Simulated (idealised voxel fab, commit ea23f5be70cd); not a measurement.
Module name: voxel gate over fins (process module)
Section cut is 180 nm wide and gridded with 5 nm square cells.
When this document writes out a cross-section, it uses a grid of square cells and lists it as bands, beginning at the top and moving down, with a band standing for one or more rows of cells.
A band entry consists of two parts. The first gives the height of the band's top and the height of its bottom, in nm. The rest lists the band's materials from left to right, each with its width in nm. A single material labelled with the word "edge to edge" fills the band from edge to edge, and the word "air" marks empty space.
Heights from 0 (as-received wafer is one material below). Bottom band endless downward, as "z 0 and below".
The expression "30..40" gives the width at the extremes of the band, the first number at its top row of cells and the second at its bottom row, with the width changing by equal amounts from each row to the next in between.
The cross-section has no changed cell in any step marked "no change occurred".
Look at "Enclosed empty spaces" for the closed voids: empty spaces with no open path to the top, sized 8 cells or up. Each is width x height at distance, distance from the left edge, all nm.
Post-settings text on a step line: simulator's own remark regarding the step.
overlay nm: mask offset rightward from planned place, masked step; negative means leftward offset.

Intended process steps
- 1: RECEIVE [material Si]
- 2: CONFORMAL_DEP [material SiN] [thk nm 5]
- 3: MASKED_ETCH [tone cover] [mask id FINS] [width nm 15] [pitch nm 55] [etch materials SiN] [depth nm 5] [overlay nm -10]
- 4: MASKED_ETCH [tone cover] [mask id FINS] [width nm 15] [pitch nm 55] [etch materials Si] [depth nm 35] [overlay nm 0]
- 5: FILL_DEP [material SiO2] [thk nm 15]
- 6: CMP [height nm 5]
- 7: MASKED_ETCH [tone open] [mask id RAIL] [width nm 15] [etch materials SiO2] [depth nm 35] [overlay nm 0]
- 8: CONFORMAL_DEP [material TiN] [thk nm 5]
- 9: FILL_DEP [material Ru] [thk nm 5]
- 10: CMP [height nm 5]
- 11: SELECTIVE_ETCH [etch materials W Ru TiN] [depth nm 20]
- 12: FILL_DEP [material SiO2] [thk nm 5]
- 13: CMP [height nm 5]
- 14: SELECTIVE_ETCH [etch materials SiO2] [depth nm 15]
- 15: STRIP [etch materials SiN]
- 16: CONFORMAL_DEP [material HfO2] [thk nm 5]
- 17: CONFORMAL_DEP [material TiN] [thk nm 5]
- 18: FILL_DEP [material W] [thk nm 10]
- 19: CMP [height nm 15]
- 20: CONFORMAL_DEP [material SiCN] [thk nm 10]
Across this set of wafers, the varied parameter is the overlay nm of step 3. Starting conditions are identical for every wafer, and the plan reports the value assigned to the first wafer.

The first of several wafers as received, shown in cross-section; this is its state after step 1
	z 0 and below = Si edge to edge
	Enclosed empty spaces: none

Take any row and you have a wafer at the end of the module: how many cells of each material it has gained (+) or lost (-) since it was received, and then its closed voids
overlay nm -10; +48 HfO2; +2 Ru; -147 Si; +72 SiCN; +96 SiO2; +55 TiN; +54 W; Enclosed empty spaces: none
overlay nm -5; +48 HfO2; +2 Ru; -168 Si; +72 SiCN; +111 SiO2; +55 TiN; +60 W; Enclosed empty spaces: none
overlay nm 0; +48 HfO2; +2 Ru; -189 Si; +72 SiCN; +126 SiO2; +55 TiN; +66 W; Enclosed empty spaces: none
overlay nm 5; +48 HfO2; +2 Ru; -168 Si; +72 SiCN; +111 SiO2; +55 TiN; +60 W; Enclosed empty spaces: none
overlay nm 10; +48 HfO2; +2 Ru; -147 Si; +72 SiCN; +96 SiO2; +55 TiN; +54 W; Enclosed empty spaces: none
overlay nm 15; +48 HfO2; -126 Si; +72 SiCN; +84 SiO2; +54 TiN; +48 W; Enclosed empty spaces: none
